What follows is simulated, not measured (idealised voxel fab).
process module | voxel transistor to metal
The cross-section on display is named cut; it measures 295 nm wide, and its cells are 5 nm squares.
When this document writes out a cross-section, it uses a grid of square cells and lists it as bands, beginning at the top and moving down, with a band standing for one or more rows of cells.
In this notation a band is specified by the heights of its top and bottom, in that order and in nm, after which its materials appear from left to right, each paired with its width in nm. The word "full width" attached to a single material means that material fills the band from edge to edge; the word "empty" stands for empty space.
Where do heights start? At 0: under that level the wafer as delivered is made of one material only. And the lowest band has no floor; it just carries on downward, as in "0..down".
Quick explanation for "30 to 40": the width changes in equal steps down the rows of cells, from the first number in the band's top row to the second number in its bottom row.
Where the words "nothing changed" appear for a step, the cross-section shows no cell changed by that step; every cell remained as before.
In the "Fully sealed cavities" entry, you get each enclosed empty space of 8 cells or more, one with no open way to the top, written width x height at distance, distance from the left edge, in nm.
Text after the settings on a step's line: the simulator's own remark on that step.
Each step line may optionally specify "overlay nm", which for a step with a mask gives the rightward distance between the mask's planned place and where it lay, a negative value indicating the leftward direction.
Read each pair as before and after one process step. The after cross-section shows only down to the lowest band that changed. The step between them and its settings are given below the pair. Pairs can come from different runs of this module on the same starting wafer. A pair continues from the pair above only where its "Pre-step cross-section" entry says so.

### Pre-step cross-section
  100..70 | 25 empty | 15 resist | 65 empty | 15 resist | 50 empty | 15 resist | 65 empty | 15 resist | 30 empty
  70..55 | aC full width
  55..40 | Ru full width
  40..35 | TiN full width
  35..25 | 25 SiO2 | 5 TiN | 5 Ru | 5 TiN | 65 SiO2 | 5 TiN | 5 Ru | 5 TiN | 50 SiO2 | 5 TiN | 5 Ru | 5 TiN | 65 SiO2 | 5 TiN | 5 Ru | 5 TiN | 30 SiO2
  25..5 | 25 SiO2 | 5 TiN | 5 Ru | 5 TiN | 10 SiO2 | 10 SiN | 5 HfO2 | 5 TiN | 15 W | 5 TiN | 5 HfO2 | 10 SiN | 5 TiN | 5 Ru | 5 TiN | 50 SiO2 | 5 TiN | 5 Ru | 5 TiN | 10 SiO2 | 10 SiN | 5 HfO2 | 5 TiN | 15 W | 5 TiN | 5 HfO2 | 10 SiN | 5 TiN | 5 Ru | 5 TiN | 30 SiO2
  5..0 | 25 SiO2 | 15 TiN | 10 SiO2 | 10 SiN | 5 HfO2 | 25 TiN | 5 HfO2 | 10 SiN | 15 TiN | 50 SiO2 | 15 TiN | 10 SiO2 | 10 SiN | 5 HfO2 | 25 TiN | 5 HfO2 | 10 SiN | 15 TiN | 30 SiO2
  0..-5 | 15 SiO2 | 35 pSi | 5 SiO2 | 45 HfO2 | 5 SiO2 | 25 pSi | 30 SiO2 | 35 pSi | 5 SiO2 | 45 HfO2 | 5 SiO2 | 25 pSi | 20 SiO2
  -5..-25 | 20 SiO2 | 105 Si | 40 SiO2 | 105 Si | 25 SiO2
  -25..down | Si full width
  Fully sealed cavities: none

### Post-Step Cross-Section
  85..70 | 25 empty | 15 resist | 65 empty | 15 resist | 50 empty | 15 resist | 65 empty | 15 resist | 30 empty
  70..55 | 25 empty | 15 aC | 65 empty | 15 aC | 50 empty | 15 aC | 65 empty | 15 aC | 30 empty
  All layers under 55 are left as they were.
  Fully sealed cavities: none
Here is the step that sits between the two cross-sections above: DIRECTIONAL_ETCH with etch materials aC, depth nm 15

Pre-step cross-section: no separate figure, the pair right above already shows it after its step.

### Post-Step Cross-Section
  70..55 | 25 empty | 15 aC | 65 empty | 15 aC | 50 empty | 15 aC | 65 empty | 15 aC | 30 empty
  All layers under 55 are left as they were.
  Fully sealed cavities: none
Here is the step that sits between the two cross-sections above: STRIP with etch materials resist

Pre-step cross-section: no separate figure, the pair right above already shows it after its step.

### Post-Step Cross-Section
  70..55 | 25 empty | 15 aC | 65 empty | 15 aC | 50 empty | 15 aC | 65 empty | 15 aC | 30 empty
  55..40 | 25 empty | 15 Ru | 65 empty | 15 Ru | 50 empty | 15 Ru | 65 empty | 15 Ru | 30 empty
  All layers under 40 are left as they were.
  Fully sealed cavities: none
Here is the step that sits between the two cross-sections above: DIRECTIONAL_ETCH with etch materials Ru, depth nm 15

Pre-step cross-section: no separate figure, the pair right above already shows it after its step.

### Post-Step Cross-Section
  70..55 | 25 empty | 15 aC | 65 empty | 15 aC | 50 empty | 15 aC | 65 empty | 15 aC | 30 empty
  55..40 | 25 empty | 15 Ru | 65 empty | 15 Ru | 50 empty | 15 Ru | 65 empty | 15 Ru | 30 empty
  40..35 | 25 empty | 15 TiN | 65 empty | 15 TiN | 50 empty | 15 TiN | 65 empty | 15 TiN | 30 empty
  All layers under 35 are left as they were.
  Fully sealed cavities: none
Here is the step that sits between the two cross-sections above: DIRECTIONAL_ETCH with etch materials TiN, depth nm 5

Pre-step cross-section: no separate figure, the pair right above already shows it after its step.

### Post-Step Cross-Section
  55..40 | 25 empty | 15 Ru | 65 empty | 15 Ru | 50 empty | 15 Ru | 65 empty | 15 Ru | 30 empty
  All layers under 40 are left as they were.
  Fully sealed cavities: none
Here is the step that sits between the two cross-sections above: STRIP with etch materials aC

Pre-step cross-section: no separate figure, the pair right above already shows it after its step.

### Post-Step Cross-Section
  60..55 | 20 empty | 25 SiN | 55 empty | 25 SiN | 40 empty | 25 SiN | 55 empty | 25 SiN | 25 empty
  55..40 | 20 empty | 5 SiN | 15 Ru | 5 SiN | 55 empty | 5 SiN | 15 Ru | 5 SiN | 40 empty | 5 SiN | 15 Ru | 5 SiN | 55 empty | 5 SiN | 15 Ru | 5 SiN | 25 empty
  40..35 | 25 SiN | 15 TiN | 65 SiN | 15 TiN | 50 SiN | 15 TiN | 65 SiN | 15 TiN | 30 SiN
  All layers under 35 are left as they were.
  Fully sealed cavities: none
Here is the step that sits between the two cross-sections above: CONFORMAL_DEP with material SiN, thk nm 5

Pre-step cross-section: no separate figure, the pair right above already shows it after its step.

### Post-Step Cross-Section
  65..60 | lowk full width
  60..55 | 20 lowk | 25 SiN | 55 lowk | 25 SiN | 40 lowk | 25 SiN | 55 lowk | 25 SiN | 25 lowk
  55..40 | 20 lowk | 5 SiN | 15 Ru | 5 SiN | 55 lowk | 5 SiN | 15 Ru | 5 SiN | 40 lowk | 5 SiN | 15 Ru | 5 SiN | 55 lowk | 5 SiN | 15 Ru | 5 SiN | 25 lowk
  All layers under 40 are left as they were.
  Fully sealed cavities: none
Here is the step that sits between the two cross-sections above: FILL_DEP with material lowk, thk nm 5

Pre-step cross-section: no separate figure, the pair right above already shows it after its step.

### Post-Step Cross-Section
  55..40 | 20 lowk | 5 SiN | 15 Ru | 5 SiN | 55 lowk | 5 SiN | 15 Ru | 5 SiN | 40 lowk | 5 SiN | 15 Ru | 5 SiN | 55 lowk | 5 SiN | 15 Ru | 5 SiN | 25 lowk
  All layers under 40 are left as they were.
  Fully sealed cavities: none
Here is the step that sits between the two cross-sections above: CMP with height nm 55

Pre-step cross-section: no separate figure, the pair right above already shows it after its step.

### Post-Step Cross-Section
  60..55 | SiN full width
  All layers under 55 are left as they were.
  Fully sealed cavities: none
Here is the step that sits between the two cross-sections above: CONFORMAL_DEP with material SiN, thk nm 5

### Pre-step cross-section
  25..5 | 45 SiO2 | 10 SiN | 5 HfO2 | 5 TiN | 15 W | 5 TiN | 5 HfO2 | 10 SiN | 90 SiO2 | 10 SiN | 5 HfO2 | 5 TiN | 15 W | 5 TiN | 5 HfO2 | 10 SiN | 50 SiO2
  5..0 | 45 SiO2 | 10 SiN | 5 HfO2 | 25 TiN | 5 HfO2 | 10 SiN | 90 SiO2 | 10 SiN | 5 HfO2 | 25 TiN | 5 HfO2 | 10 SiN | 50 SiO2
  0..-5 | 15 SiO2 | 30 pSi | 5 SiO2 | 45 HfO2 | 5 SiO2 | 30 pSi | 30 SiO2 | 30 pSi | 5 SiO2 | 45 HfO2 | 5 SiO2 | 30 pSi | 20 SiO2
  -5..-25 | 20 SiO2 | 105 Si | 40 SiO2 | 105 Si | 25 SiO2
  -25..down | Si full width
  Fully sealed cavities: none

### Post-Step Cross-Section
  35..25 | SiN full width
  All layers under 25 are left as they were.
  Fully sealed cavities: none
Here is the step that sits between the two cross-sections above: DIRECTIONAL_DEP with material SiN, thk nm 10

Pre-step cross-section: no separate figure, the pair right above already shows it after its step.

### Post-Step Cross-Section
  40..35 | TiN full width
  All layers under 35 are left as they were.
  Fully sealed cavities: none
Here is the step that sits between the two cross-sections above: CONFORMAL_DEP with material TiN, thk nm 5

Pre-step cross-section: no separate figure, the pair right above already shows it after its step.

### Post-Step Cross-Section
  45..40 | Ru full width
  All layers under 40 are left as they were.
  Fully sealed cavities: none
Here is the step that sits between the two cross-sections above: FILL_DEP with material Ru, thk nm 5

Pre-step cross-section: no separate figure, the pair right above already shows it after its step.

### Post-Step Cross-Section
  35..25 | SiN full width
  All layers under 25 are left as they were.
  Fully sealed cavities: none
Here is the step that sits between the two cross-sections above: CMP with height nm 35

Pre-step cross-section: no separate figure, the pair right above already shows it after its step.

### Post-Step Cross-Section
  40..35 | TiN full width
  All layers under 35 are left as they were.
  Fully sealed cavities: none
Here is the step that sits between the two cross-sections above: DIRECTIONAL_DEP with material TiN, thk nm 5

Pre-step cross-section: no separate figure, the pair right above already shows it after its step.

### Post-Step Cross-Section
  55..40 | Ru full width
  All layers under 40 are left as they were.
  Fully sealed cavities: none
Here is the step that sits between the two cross-sections above: DIRECTIONAL_DEP with material Ru, thk nm 15

Pre-step cross-section: no separate figure, the pair right above already shows it after its step.

### Post-Step Cross-Section
  70..55 | aC full width
  All layers under 55 are left as they were.
  Fully sealed cavities: none
Here is the step that sits between the two cross-sections above: DIRECTIONAL_DEP with material aC, thk nm 15

Pre-step cross-section: no separate figure, the pair right above already shows it after its step.

### Post-Step Cross-Section
  100..70 | 25 empty | 15 resist | 65 empty | 15 resist | 50 empty | 15 resist | 65 empty | 15 resist | 30 empty
  All layers under 70 are left as they were.
  Fully sealed cavities: none
Here is the step that sits between the two cross-sections above: PATTERN with tone cover, mask id METAL_1, material resist, width nm 15, thk nm 30, overlay nm 0

Pre-step cross-section: no separate figure, the pair right above already shows it after its step.

### Post-Step Cross-Section
  85..70 | 25 empty | 15 resist | 65 empty | 15 resist | 50 empty | 15 resist | 65 empty | 15 resist | 30 empty
  70..55 | 25 empty | 15 aC | 65 empty | 15 aC | 50 empty | 15 aC | 65 empty | 15 aC | 30 empty
  All layers under 55 are left as they were.
  Fully sealed cavities: none
Here is the step that sits between the two cross-sections above: DIRECTIONAL_ETCH with etch materials aC, depth nm 15

Pre-step cross-section: no separate figure, the pair right above already shows it after its step.

### Post-Step Cross-Section
  70..55 | 25 empty | 15 aC | 65 empty | 15 aC | 50 empty | 15 aC | 65 empty | 15 aC | 30 empty
  All layers under 55 are left as they were.
  Fully sealed cavities: none
Here is the step that sits between the two cross-sections above: STRIP with etch materials resist

Pre-step cross-section: no separate figure, the pair right above already shows it after its step.

### Post-Step Cross-Section
  70..55 | 25 empty | 15 aC | 65 empty | 15 aC | 50 empty | 15 aC | 65 empty | 15 aC | 30 empty
  55..40 | 25 empty | 15 Ru | 65 empty | 15 Ru | 50 empty | 15 Ru | 65 empty | 15 Ru | 30 empty
  All layers under 40 are left as they were.
  Fully sealed cavities: none
Here is the step that sits between the two cross-sections above: DIRECTIONAL_ETCH with etch materials Ru, depth nm 15

Pre-step cross-section: no separate figure, the pair right above already shows it after its step.

### Post-Step Cross-Section
  70..55 | 25 empty | 15 aC | 65 empty | 15 aC | 50 empty | 15 aC | 65 empty | 15 aC | 30 empty
  55..40 | 25 empty | 15 Ru | 65 empty | 15 Ru | 50 empty | 15 Ru | 65 empty | 15 Ru | 30 empty
  40..35 | 25 empty | 15 TiN | 65 empty | 15 TiN | 50 empty | 15 TiN | 65 empty | 15 TiN | 30 empty
  All layers under 35 are left as they were.
  Fully sealed cavities: none
Here is the step that sits between the two cross-sections above: DIRECTIONAL_ETCH with etch materials TiN, depth nm 5

Pre-step cross-section: no separate figure, the pair right above already shows it after its step.

### Post-Step Cross-Section
  55..40 | 25 empty | 15 Ru | 65 empty | 15 Ru | 50 empty | 15 Ru | 65 empty | 15 Ru | 30 empty
  All layers under 40 are left as they were.
  Fully sealed cavities: none
Here is the step that sits between the two cross-sections above: STRIP with etch materials aC

Pre-step cross-section: no separate figure, the pair right above already shows it after its step.

### Post-Step Cross-Section
  60..55 | 20 empty | 25 SiN | 55 empty | 25 SiN | 40 empty | 25 SiN | 55 empty | 25 SiN | 25 empty
  55..40 | 20 empty | 5 SiN | 15 Ru | 5 SiN | 55 empty | 5 SiN | 15 Ru | 5 SiN | 40 empty | 5 SiN | 15 Ru | 5 SiN | 55 empty | 5 SiN | 15 Ru | 5 SiN | 25 empty
  40..35 | 25 SiN | 15 TiN | 65 SiN | 15 TiN | 50 SiN | 15 TiN | 65 SiN | 15 TiN | 30 SiN
  All layers under 35 are left as they were.
  Fully sealed cavities: none
Here is the step that sits between the two cross-sections above: CONFORMAL_DEP with material SiN, thk nm 5

Pre-step cross-section: no separate figure, the pair right above already shows it after its step.

### Post-Step Cross-Section
  65..60 | lowk full width
  60..55 | 20 lowk | 25 SiN | 55 lowk | 25 SiN | 40 lowk | 25 SiN | 55 lowk | 25 SiN | 25 lowk
  55..40 | 20 lowk | 5 SiN | 15 Ru | 5 SiN | 55 lowk | 5 SiN | 15 Ru | 5 SiN | 40 lowk | 5 SiN | 15 Ru | 5 SiN | 55 lowk | 5 SiN | 15 Ru | 5 SiN | 25 lowk
  All layers under 40 are left as they were.
  Fully sealed cavities: none
Here is the step that sits between the two cross-sections above: FILL_DEP with material lowk, thk nm 5

Pre-step cross-section: no separate figure, the pair right above already shows it after its step.

### Post-Step Cross-Section
  55..40 | 20 lowk | 5 SiN | 15 Ru | 5 SiN | 55 lowk | 5 SiN | 15 Ru | 5 SiN | 40 lowk | 5 SiN | 15 Ru | 5 SiN | 55 lowk | 5 SiN | 15 Ru | 5 SiN | 25 lowk
  All layers under 40 are left as they were.
  Fully sealed cavities: none
Here is the step that sits between the two cross-sections above: CMP with height nm 55

Pre-step cross-section: no separate figure, the pair right above already shows it after its step.

### Post-Step Cross-Section
  60..55 | SiN full width
  All layers under 55 are left as they were.
  Fully sealed cavities: none
Here is the step that sits between the two cross-sections above: CONFORMAL_DEP with material SiN, thk nm 5

### Pre-step cross-section
  15..5 | SiN full width
  5..0 | SiO2 full width
  0..down | Si full width
  Fully sealed cavities: none

### Post-Step Cross-Section
  30..15 | 15 resist | 115 empty | 30 resist | 115 empty | 20 resist
  All layers under 15 are left as they were.
  Fully sealed cavities: none
Here is the step that sits between the two cross-sections above: PATTERN with tone open, mask id ACTIVE, material resist, width nm 115, pitch nm 145, thk nm 15, overlay nm 0

Pre-step cross-section: no separate figure, the pair right above already shows it after its step.

### Post-Step Cross-Section
  30..15 | 15 resist | 115 empty | 30 resist | 115 empty | 20 resist
  15..5 | 15 SiN | 115 empty | 30 SiN | 115 empty | 20 SiN
  All layers under 5 are left as they were.
  Fully sealed cavities: none
Here is the step that sits between the two cross-sections above: DIRECTIONAL_ETCH with etch materials SiN, depth nm 10

Pre-step cross-section: no separate figure, the pair right above already shows it after its step.

### Post-Step Cross-Section
  30..15 | 15 resist | 115 empty | 30 resist | 115 empty | 20 resist
  15..5 | 15 SiN | 115 empty | 30 SiN | 115 empty | 20 SiN
  5..0 | 15 SiO2 | 115 empty | 30 SiO2 | 115 empty | 20 SiO2
  All layers under 0 are left as they were.
  Fully sealed cavities: none
Here is the step that sits between the two cross-sections above: DIRECTIONAL_ETCH with etch materials SiO2, depth nm 5

Pre-step cross-section: no separate figure, the pair right above already shows it after its step.

### Post-Step Cross-Section
  30..15 | 15 resist | 115 empty | 30 resist | 115 empty | 20 resist
  15..5 | 15 SiN | 115 empty | 30 SiN | 115 empty | 20 SiN
  5..0 | 15 SiO2 | 115 empty | 30 SiO2 | 115 empty | 20 SiO2
  0..-20 | 15 Si | 115 empty | 30 Si | 115 empty | 20 Si
  All layers under -20 are left as they were.
  Fully sealed cavities: none
Here is the step that sits between the two cross-sections above: DIRECTIONAL_ETCH with etch materials Si, depth nm 20

Pre-step cross-section: no separate figure, the pair right above already shows it after its step.

### Post-Step Cross-Section
  15..5 | 15 SiN | 115 empty | 30 SiN | 115 empty | 20 SiN
  All layers under 5 are left as they were.
  Fully sealed cavities: none
Here is the step that sits between the two cross-sections above: STRIP with etch materials resist

Pre-step cross-section: no separate figure, the pair right above already shows it after its step.

### Post-Step Cross-Section
  15..5 | 15 SiN | 115 empty | 30 SiN | 115 empty | 20 SiN
  5..0 | 15 SiO2 | 115 empty | 30 SiO2 | 115 empty | 20 SiO2
  0..-20 | 10 Si | 5 SiO2 | 115 empty | 5 SiO2 | 20 Si | 5 SiO2 | 115 empty | 5 SiO2 | 15 Si
  -20..-25 | 10 Si | 125 SiO2 | 20 Si | 125 SiO2 | 15 Si
  All layers under -25 are left as they were.
  Fully sealed cavities: none
Here is the step that sits between the two cross-sections above: OXIDIZE with depth nm 5

Pre-step cross-section: no separate figure, the pair right above already shows it after its step.

### Post-Step Cross-Section
  20..15 | SiO2 full width
  15..5 | 15 SiN | 115 SiO2 | 30 SiN | 115 SiO2 | 20 SiN
  5..0 | SiO2 full width
  0..-25 | 10 Si | 125 SiO2 | 20 Si | 125 SiO2 | 15 Si
  All layers under -25 are left as they were.
  Fully sealed cavities: none
Here is the step that sits between the two cross-sections above: FILL_DEP with material SiO2, thk nm 5

Pre-step cross-section: no separate figure, the pair right above already shows it after its step.

### Post-Step Cross-Section
  15..5 | 15 SiN | 115 SiO2 | 30 SiN | 115 SiO2 | 20 SiN
  All layers under 5 are left as they were.
  Fully sealed cavities: none
Here is the step that sits between the two cross-sections above: CMP with height nm 15

Pre-step cross-section: no separate figure, the pair right above already shows it after its step.

### Post-Step Cross-Section
  15..5 | 15 SiN | 115 empty | 30 SiN | 115 empty | 20 SiN
  All layers under 5 are left as they were.
  Fully sealed cavities: none
Here is the step that sits between the two cross-sections above: SELECTIVE_ETCH with etch materials SiO2, depth nm 10

Pre-step cross-section: no separate figure, the pair right above already shows it after its step.

### Post-Step Cross-Section
  5..0 | SiO2 full width
  All layers under 0 are left as they were.
  Fully sealed cavities: none
Here is the step that sits between the two cross-sections above: STRIP with etch materials SiN

Pre-step cross-section: no separate figure, the pair right above already shows it after its step.

### Post-Step Cross-Section
  0..-25 | 10 Si | 125 SiO2 | 20 Si | 125 SiO2 | 15 Si
  All layers under -25 are left as they were.
  Fully sealed cavities: none
Here is the step that sits between the two cross-sections above: SELECTIVE_ETCH with etch materials SiO2, depth nm 5

Pre-step cross-section: no separate figure, the pair right above already shows it after its step.

### Post-Step Cross-Section
  0..-5 | SiO2 full width
  All layers under -5 are left as they were.
  Fully sealed cavities: none
Here is the step that sits between the two cross-sections above: OXIDIZE with depth nm 5

Pre-step cross-section: no separate figure, the pair right above already shows it after its step.

### Post-Step Cross-Section
  30..0 | polySi full width
  All layers under 0 are left as they were.
  Fully sealed cavities: none
Here is the step that sits between the two cross-sections above: DIRECTIONAL_DEP with material polySi, thk nm 30

Pre-step cross-section: no separate figure, the pair right above already shows it after its step.

### Post-Step Cross-Section
  40..30 | SiCN full width
  All layers under 30 are left as they were.
  Fully sealed cavities: none
Here is the step that sits between the two cross-sections above: DIRECTIONAL_DEP with material SiCN, thk nm 10

Pre-step cross-section: no separate figure, the pair right above already shows it after its step.

### Post-Step Cross-Section
  50..40 | aC full width
  All layers under 40 are left as they were.
  Fully sealed cavities: none
Here is the step that sits between the two cross-sections above: DIRECTIONAL_DEP with material aC, thk nm 10

Pre-step cross-section: no separate figure, the pair right above already shows it after its step.

### Post-Step Cross-Section
  75..50 | 55 empty | 35 resist | 110 empty | 35 resist | 60 empty
  All layers under 50 are left as they were.
  Fully sealed cavities: none
Here is the step that sits between the two cross-sections above: PATTERN with tone cover, mask id GATE, material resist, width nm 35, pitch nm 145, thk nm 25, overlay nm 0

Pre-step cross-section: no separate figure, the pair right above already shows it after its step.

### Post-Step Cross-Section
  65..50 | 55 empty | 35 resist | 110 empty | 35 resist | 60 empty
  50..40 | 55 empty | 35 aC | 110 empty | 35 aC | 60 empty
  All layers under 40 are left as they were.
  Fully sealed cavities: none
Here is the step that sits between the two cross-sections above: DIRECTIONAL_ETCH with etch materials aC, depth nm 10

Pre-step cross-section: no separate figure, the pair right above already shows it after its step.

### Post-Step Cross-Section
  50..40 | 55 empty | 35 aC | 110 empty | 35 aC | 60 empty
  All layers under 40 are left as they were.
  Fully sealed cavities: none
Here is the step that sits between the two cross-sections above: STRIP with etch materials resist

Pre-step cross-section: no separate figure, the pair right above already shows it after its step.

### Post-Step Cross-Section
  50..40 | 55 empty | 35 aC | 110 empty | 35 aC | 60 empty
  40..30 | 55 empty | 35 SiCN | 110 empty | 35 SiCN | 60 empty
  All layers under 30 are left as they were.
  Fully sealed cavities: none
Here is the step that sits between the two cross-sections above: DIRECTIONAL_ETCH with etch materials SiCN, depth nm 20

Pre-step cross-section: no separate figure, the pair right above already shows it after its step.

### Post-Step Cross-Section
  50..40 | 55 empty | 35 aC | 110 empty | 35 aC | 60 empty
  40..30 | 55 empty | 35 SiCN | 110 empty | 35 SiCN | 60 empty
  30..0 | 55 empty | 35 polySi | 110 empty | 35 polySi | 60 empty
  All layers under 0 are left as they were.
  Fully sealed cavities: none
Here is the step that sits between the two cross-sections above: DIRECTIONAL_ETCH with etch materials polySi, depth nm 40

Pre-step cross-section: no separate figure, the pair right above already shows it after its step.

### Post-Step Cross-Section
  40..30 | 55 empty | 35 SiCN | 110 empty | 35 SiCN | 60 empty
  All layers under 30 are left as they were.
  Fully sealed cavities: none
Here is the step that sits between the two cross-sections above: STRIP with etch materials aC

Pre-step cross-section: no separate figure, the pair right above already shows it after its step.

### Post-Step Cross-Section
  50..40 | 45 empty | 55 SiN | 90 empty | 55 SiN | 50 empty
  40..30 | 45 empty | 10 SiN | 35 SiCN | 10 SiN | 90 empty | 10 SiN | 35 SiCN | 10 SiN | 50 empty
  30..10 | 45 empty | 10 SiN | 35 polySi | 10 SiN | 90 empty | 10 SiN | 35 polySi | 10 SiN | 50 empty
  10..0 | 55 SiN | 35 polySi | 110 SiN | 35 polySi | 60 SiN
  All layers under 0 are left as they were.
  Fully sealed cavities: none
Here is the step that sits between the two cross-sections above: CONFORMAL_DEP with material SiN, thk nm 10

Pre-step cross-section: no separate figure, the pair right above already shows it after its step.

### Post-Step Cross-Section
  40..30 | 45 empty | 10 SiN | 35 SiCN | 10 SiN | 90 empty | 10 SiN | 35 SiCN | 10 SiN | 50 empty
  30..0 | 45 empty | 10 SiN | 35 polySi | 10 SiN | 90 empty | 10 SiN | 35 polySi | 10 SiN | 50 empty
  All layers under 0 are left as they were.
  Fully sealed cavities: none
Here is the step that sits between the two cross-sections above: DIRECTIONAL_ETCH with etch materials SiN, depth nm 10

Pre-step cross-section: no separate figure, the pair right above already shows it after its step.

### Post-Step Cross-Section
  40..30 | 45 empty | 10 SiN | 35 SiCN | 10 SiN | 90 empty | 10 SiN | 35 SiCN | 10 SiN | 50 empty
  30..0 | 45 empty | 10 SiN | 35 polySi | 10 SiN | 90 empty | 10 SiN | 35 polySi | 10 SiN | 50 empty
  0..-5 | 45 empty | 55 SiO2 | 90 empty | 55 SiO2 | 50 empty
  All layers under -5 are left as they were.
  Fully sealed cavities: none
Here is the step that sits between the two cross-sections above: DIRECTIONAL_ETCH with etch materials SiO2, depth nm 5

Pre-step cross-section: no separate figure, the pair right above already shows it after its step.

### Post-Step Cross-Section
  40..30 | 45 empty | 10 SiN | 35 SiCN | 10 SiN | 90 empty | 10 SiN | 35 SiCN | 10 SiN | 50 empty
  30..0 | 45 empty | 10 SiN | 35 polySi | 10 SiN | 90 empty | 10 SiN | 35 polySi | 10 SiN | 50 empty
  0..-5 | 15 pSi | 30 empty | 55 SiO2 | 30 empty | 30 pSi | 30 empty | 55 SiO2 | 30 empty | 20 pSi
  All layers under -5 are left as they were.
  Fully sealed cavities: none
Here is the step that sits between the two cross-sections above: EPI with material pSi, thk nm 5

Pre-step cross-section: no separate figure, the pair right above already shows it after its step.

### Post-Step Cross-Section
  50..40 | SiO2 full width
  40..30 | 45 SiO2 | 10 SiN | 35 SiCN | 10 SiN | 90 SiO2 | 10 SiN | 35 SiCN | 10 SiN | 50 SiO2
  30..0 | 45 SiO2 | 10 SiN | 35 polySi | 10 SiN | 90 SiO2 | 10 SiN | 35 polySi | 10 SiN | 50 SiO2
  0..-5 | 15 pSi | 115 SiO2 | 30 pSi | 115 SiO2 | 20 pSi
  All layers under -5 are left as they were.
  Fully sealed cavities: none
Here is the step that sits between the two cross-sections above: FILL_DEP with material SiO2, thk nm 10

Pre-step cross-section: no separate figure, the pair right above already shows it after its step.

### Post-Step Cross-Section
  30..0 | 45 SiO2 | 10 SiN | 35 polySi | 10 SiN | 90 SiO2 | 10 SiN | 35 polySi | 10 SiN | 50 SiO2
  All layers under 0 are left as they were.
  Fully sealed cavities: none
Here is the step that sits between the two cross-sections above: CMP with height nm 30

Pre-step cross-section: no separate figure, the pair right above already shows it after its step.

### Post-Step Cross-Section
  30..0 | 45 SiO2 | 10 SiN | 35 empty | 10 SiN | 90 SiO2 | 10 SiN | 35 empty | 10 SiN | 50 SiO2
  All layers under 0 are left as they were.
  Fully sealed cavities: none
Here is the step that sits between the two cross-sections above: STRIP with etch materials polySi

Pre-step cross-section: no separate figure, the pair right above already shows it after its step.

### Post-Step Cross-Section
  30..25 | 45 empty | 10 SiN | 35 empty | 10 SiN | 90 empty | 10 SiN | 35 empty | 10 SiN | 50 empty
  25..0 | 45 SiO2 | 10 SiN | 35 empty | 10 SiN | 90 SiO2 | 10 SiN | 35 empty | 10 SiN | 50 SiO2
  0..-5 | 15 pSi | 35 SiO2 | 45 empty | 35 SiO2 | 30 pSi | 35 SiO2 | 45 empty | 35 SiO2 | 20 pSi
  All layers under -5 are left as they were.
  Fully sealed cavities: none
Here is the step that sits between the two cross-sections above: SELECTIVE_ETCH with etch materials SiO2, depth nm 5

Pre-step cross-section: no separate figure, the pair right above already shows it after its step.

### Post-Step Cross-Section
  35..30 | 40 empty | 20 HfO2 | 25 empty | 20 HfO2 | 80 empty | 20 HfO2 | 25 empty | 20 HfO2 | 45 empty
  30..25 | 45 HfO2 | 10 SiN | 5 HfO2 | 25 empty | 5 HfO2 | 10 SiN | 90 HfO2 | 10 SiN | 5 HfO2 | 25 empty | 5 HfO2 | 10 SiN | 50 HfO2
  25..0 | 45 SiO2 | 10 SiN | 5 HfO2 | 25 empty | 5 HfO2 | 10 SiN | 90 SiO2 | 10 SiN | 5 HfO2 | 25 empty | 5 HfO2 | 10 SiN | 50 SiO2
  0..-5 | 15 pSi | 35 SiO2 | 45 HfO2 | 35 SiO2 | 30 pSi | 35 SiO2 | 45 HfO2 | 35 SiO2 | 20 pSi
  All layers under -5 are left as they were.
  Fully sealed cavities: none
Here is the step that sits between the two cross-sections above: CONFORMAL_DEP with material HfO2, thk nm 5

Pre-step cross-section: no separate figure, the pair right above already shows it after its step.

### Post-Step Cross-Section
  40..35 | 35 empty | 30 TiN | 15 empty | 30 TiN | 70 empty | 30 TiN | 15 empty | 30 TiN | 40 empty
  35..30 | 40 TiN | 20 HfO2 | 5 TiN | 15 empty | 5 TiN | 20 HfO2 | 80 TiN | 20 HfO2 | 5 TiN | 15 empty | 5 TiN | 20 HfO2 | 45 TiN
  30..25 | 45 HfO2 | 10 SiN | 5 HfO2 | 5 TiN | 15 empty | 5 TiN | 5 HfO2 | 10 SiN | 90 HfO2 | 10 SiN | 5 HfO2 | 5 TiN | 15 empty | 5 TiN | 5 HfO2 | 10 SiN | 50 HfO2
  25..5 | 45 SiO2 | 10 SiN | 5 HfO2 | 5 TiN | 15 empty | 5 TiN | 5 HfO2 | 10 SiN | 90 SiO2 | 10 SiN | 5 HfO2 | 5 TiN | 15 empty | 5 TiN | 5 HfO2 | 10 SiN | 50 SiO2
  5..0 | 45 SiO2 | 10 SiN | 5 HfO2 | 25 TiN | 5 HfO2 | 10 SiN | 90 SiO2 | 10 SiN | 5 HfO2 | 25 TiN | 5 HfO2 | 10 SiN | 50 SiO2
  All layers under 0 are left as they were.
  Fully sealed cavities: none
Here is the step that sits between the two cross-sections above: CONFORMAL_DEP with material TiN, thk nm 5

Pre-step cross-section: no separate figure, the pair right above already shows it after its step.

### Post-Step Cross-Section
  50..40 | W full width
  40..35 | 35 W | 30 TiN | 15 W | 30 TiN | 70 W | 30 TiN | 15 W | 30 TiN | 40 W
  35..30 | 40 TiN | 20 HfO2 | 5 TiN | 15 W | 5 TiN | 20 HfO2 | 80 TiN | 20 HfO2 | 5 TiN | 15 W | 5 TiN | 20 HfO2 | 45 TiN
  30..25 | 45 HfO2 | 10 SiN | 5 HfO2 | 5 TiN | 15 W | 5 TiN | 5 HfO2 | 10 SiN | 90 HfO2 | 10 SiN | 5 HfO2 | 5 TiN | 15 W | 5 TiN | 5 HfO2 | 10 SiN | 50 HfO2
  25..5 | 45 SiO2 | 10 SiN | 5 HfO2 | 5 TiN | 15 W | 5 TiN | 5 HfO2 | 10 SiN | 90 SiO2 | 10 SiN | 5 HfO2 | 5 TiN | 15 W | 5 TiN | 5 HfO2 | 10 SiN | 50 SiO2
  All layers under 5 are left as they were.
  Fully sealed cavities: none
Here is the step that sits between the two cross-sections above: FILL_DEP with material W, thk nm 10

Pre-step cross-section: no separate figure, the pair right above already shows it after its step.

### Post-Step Cross-Section
  25..5 | 45 SiO2 | 10 SiN | 5 HfO2 | 5 TiN | 15 W | 5 TiN | 5 HfO2 | 10 SiN | 90 SiO2 | 10 SiN | 5 HfO2 | 5 TiN | 15 W | 5 TiN | 5 HfO2 | 10 SiN | 50 SiO2
  All layers under 5 are left as they were.
  Fully sealed cavities: none
Here is the step that sits between the two cross-sections above: CMP with height nm 25

Pre-step cross-section: no separate figure, the pair right above already shows it after its step.

### Post-Step Cross-Section
  35..25 | SiO2 full width
  All layers under 25 are left as they were.
  Fully sealed cavities: none
Here is the step that sits between the two cross-sections above: DIRECTIONAL_DEP with material SiO2, thk nm 10
